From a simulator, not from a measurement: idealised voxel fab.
Process module heading - voxel ribs on slabs
Each square cell in cross-section cut measures 5 nm, and the section as a whole is 230 nm wide.
We lay out every cross-section as a grid of square cells and spell it out in bands from the top down, where one band means one or more rows of cells.
A band entry consists of two parts. The first gives the height of the band's top and the height of its bottom, in nm. The rest lists the band's materials from left to right, each with its width in nm. A single material labelled with the word "all across" fills the band from edge to edge, and the word "blank" marks empty space.
We count height from 0. Below that, the starting wafer is all one material. The lowest band never ends at the bottom but goes on down; see "z 0 and below" for how that is written.
Think of "30 to 40" as a width that walks from the first number to the second as you go down the band, top row to bottom row, taking equal-sized steps from row to row.
The cross-section has no changed cell in any step marked "nothing altered".
"Completely enclosed voids": empty spaces of 8 cells or more with no open way to the top, each given as width x height at distance, distance from the left edge, all in nm.
Note: text after step settings on the step line = simulator remark on that step.
overlay nm: for a step with a mask, the amount by which the mask lay right of where it was planned; a negative amount means left of it.
# These are the steps we planned for the process
1,RECEIVE [material Si]
2,DIRECTIONAL_DEP [material SiO2] [thk nm 20]
3,DIRECTIONAL_DEP [material polySi] [thk nm 25]
4,MASKED_ETCH [tone cover] [mask id RIB] [width nm 20] [etch materials polySi] [depth nm 20] [overlay nm 0]
5,DIRECTIONAL_DEP [material aC] [thk nm 15]
6,PATTERN [tone cover] [mask id SLAB] [material resist] [width nm 70] [thk nm 35] [overlay nm 0]
7,DIRECTIONAL_ETCH [etch materials aC] [depth nm 15]
8,STRIP [etch materials resist]
9,DIRECTIONAL_ETCH [etch materials polySi] [depth nm 5]
10,STRIP [etch materials aC]
11,FILL_DEP [material SiO2] [thk nm 20]
12,CMP [height nm 55]
13,DIRECTIONAL_DEP [material W] [thk nm 10]
14,DIRECTIONAL_DEP [material aC] [thk nm 10]
15,PATTERN [tone cover] [mask id HEATER] [material resist] [width nm 30] [thk nm 30] [overlay nm 0]
16,DIRECTIONAL_ETCH [etch materials aC] [depth nm 10]
17,STRIP [etch materials resist]
18,DIRECTIONAL_ETCH [etch materials W] [depth nm 10]
19,STRIP [etch materials aC]
20,CONFORMAL_DEP [material SiO2] [thk nm 5]
# Cross-section of the wafer as it came to us, i.e., already through step 1
z 0 and below: Si all across
Completely enclosed voids: none
# End-of-module cross-section of the first of two wafers, processed as planned
z 70 to 65: blank: 95, SiO2: 40, blank: 95
z 65 to 60: blank: 95, SiO2: 5, W: 30, SiO2: 5, blank: 95
z 60 to 55: SiO2: 100, W: 30, SiO2: 100
z 55 to 45: SiO2 all across
z 45 to 25: SiO2: 105, polySi: 20, SiO2: 105
z 25 to 20: SiO2: 80, polySi: 70, SiO2: 80
z 20 to 0: SiO2 all across
z 0 and below: Si all across
Completely enclosed voids: none
# Cross-section, second wafer: same start as the first, same plan as the first, one mistake in running it; taken at the end of the module
z 80 to 65: SiO2 all across
z 65 to 55: W all across
z 55 to 45: SiO2 all across
z 45 to 25: SiO2: 105, polySi: 20, SiO2: 105
z 25 to 20: SiO2: 80, polySi: 70, SiO2: 80
z 20 to 0: SiO2 all across
z 0 and below: Si all across
Completely enclosed voids: none
What was the processing mistake? not per plan at step 14, really ran DIRECTIONAL_DEP [material SiO2] [thk nm 10]
Per the end-of-run cell counts, the second wafer holds more or fewer of some materials than the first: SiO2: 88 more; W: 80 more
